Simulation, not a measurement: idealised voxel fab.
voxel wiring stack: a process module
Shown is cross-section cut, with a width of 210 nm and square cells of size 5 nm.
Heads up, the way a cross-section reads in here is a grid of square cells, handed over as bands from the top down, with every band being one or more rows of cells. It is stipulated that each band's entry specify, in nanometres, the height of the top of the band and then that of its bottom, followed by the materials of the band in left-to-right sequence, each together with its width in nanometres. A single material marked by the word "everywhere" is understood to fill the band from edge to edge; the word "blank" is understood to denote empty space. For the purposes of this specification, 0 denotes the height below which the wafer in its as-received condition is composed wholly of one material, and the lowermost band, lacking a lower limit, extends downward without end, as expressed in "0..down". Read "30..40" as a graded width: first number on top, second number at the bottom, same change between each pair of neighbouring rows. The cross-section has no changed cell in any step marked "remained unchanged". "Closed void list" - sealed voids, min. 8 cells, no opening to top; format: width x height at distance (distance from left edge; nm throughout). Formally, on a step line, whatever follows the settings is a remark that the simulator itself makes on the step. If you see "overlay nm" on a step's line and that step has a mask, it's telling you how far right of where it was planned the mask ended up; a negative number means it went left instead.
Steps planned for the process
1) RECEIVE [material Si]
2) CONFORMAL_DEP [material SiO2] [thk nm 15]
3) CONFORMAL_DEP [material SiN] [thk nm 5]
4) DIRECTIONAL_DEP [material SiO2] [thk nm 15]
5) PATTERN [tone open] [mask id METAL_1] [material resist] [width nm 25] [pitch nm 50] [thk nm 20] [overlay nm 0]
6) DIRECTIONAL_ETCH [etch materials SiO2] [depth nm 15]
7) DIRECTIONAL_ETCH [etch materials SiN] [depth nm 5]
8) STRIP [etch materials resist]
9) CONFORMAL_DEP [material TiN] [thk nm 5]
10) FILL_DEP [material Cu] [thk nm 5]
11) CMP [height nm 35]
12) CONFORMAL_DEP [material SiCN] [thk nm 5]
13) DIRECTIONAL_DEP [material lowk] [thk nm 25]
14) DIRECTIONAL_DEP [material aC] [thk nm 10]
15) PATTERN [tone open] [mask id METAL_2_HOLES] [material resist] [width nm 15] [pitch nm 50] [thk nm 25] [overlay nm 0]
16) DIRECTIONAL_ETCH [etch materials aC] [depth nm 10]
17) STRIP [etch materials resist]
18) DIRECTIONAL_ETCH [etch materials lowk] [depth nm 25]
19) STRIP [etch materials aC]
20) PATTERN [tone open] [mask id METAL_2] [material resist] [width nm 25] [pitch nm 50] [thk nm 20] [overlay nm 0]
21) DIRECTIONAL_ETCH [etch materials lowk] [depth nm 15]
22) DIRECTIONAL_ETCH [etch materials SiCN] [depth nm 5]
23) STRIP [etch materials resist]
24) CONFORMAL_DEP [material TiN] [thk nm 5]
25) FILL_DEP [material Cu] [thk nm 5]
26) CMP [height nm 65]
27) CONFORMAL_DEP [material SiCN] [thk nm 5]
28) DIRECTIONAL_DEP [material lowk] [thk nm 30]
29) MASKED_ETCH [tone open] [mask id METAL_3] [width nm 25] [pitch nm 50] [etch materials lowk] [depth nm 15] [overlay nm 0]
30) DIRECTIONAL_DEP [material aC] [thk nm 15]
31) PATTERN [tone open] [mask id METAL_3_HOLES] [material resist] [width nm 15] [pitch nm 50] [thk nm 30] [overlay nm 0]
32) DIRECTIONAL_ETCH [etch materials aC] [depth nm 15]
33) STRIP [etch materials resist]
34) DIRECTIONAL_ETCH [etch materials lowk] [depth nm 15]
35) DIRECTIONAL_ETCH [etch materials SiCN] [depth nm 5]
36) STRIP [etch materials aC]
37) CONFORMAL_DEP [material TiN] [thk nm 5]
38) FILL_DEP [material Cu] [thk nm 10]
39) CMP [height nm 100]
40) CONFORMAL_DEP [material SiN] [thk nm 5]
This is the cross-section of the wafer as we received it, i.e. after step 1
	0..down | Si everywhere
	Closed void list: none
Same starting wafer, same plan as above, one mistake in the execution; this is the cross-section at the end of the module
	105..100 | SiN everywhere
	100..90 | 65 lowk | 5 TiN | 15 Cu | 5 TiN | 25 lowk | 5 TiN | 15 Cu | 5 TiN | 70 lowk
	90..85 | 65 lowk | 5 TiN | 5 Cu | 15 TiN | 25 lowk | 5 TiN | 5 Cu | 15 TiN | 70 lowk
	85..70 | 65 lowk | 5 TiN | 5 Cu | 5 TiN | 35 lowk | 5 TiN | 5 Cu | 5 TiN | 80 lowk
	70..65 | 65 SiCN | 15 TiN | 35 SiCN | 15 TiN | 80 SiCN
	65..55 | 65 lowk | 5 TiN | 10 Cu | 5 TiN | 30 lowk | 5 TiN | 10 Cu | 5 TiN | 75 lowk
	55..45 | 65 lowk | 5 TiN | 5 Cu | 10..5 TiN | 30..35 lowk | 5 TiN | 5 Cu | 10..5 TiN | 75..80 lowk
	45..40 | 65 lowk | 15 TiN | 35 lowk | 15 TiN | 80 lowk
	40..35 | 70 SiCN | 10 TiN | 40 SiCN | 10 TiN | 80 SiCN
	35..20 | 65 SiO2 | 5 TiN | 15 Cu | 5 TiN | 25 SiO2 | 5 TiN | 15 Cu | 5 TiN | 70 SiO2
	20..15 | 65 SiN | 25 TiN | 25 SiN | 25 TiN | 70 SiN
	15..0 | SiO2 everywhere
	0..down | Si everywhere
	Closed void list: none
Where did the run depart from the plan? step 20 ran as: PATTERN [tone open] [mask id METAL_2] [material resist] [width nm 15] [pitch nm 50] [thk nm 20] [overlay nm 0]
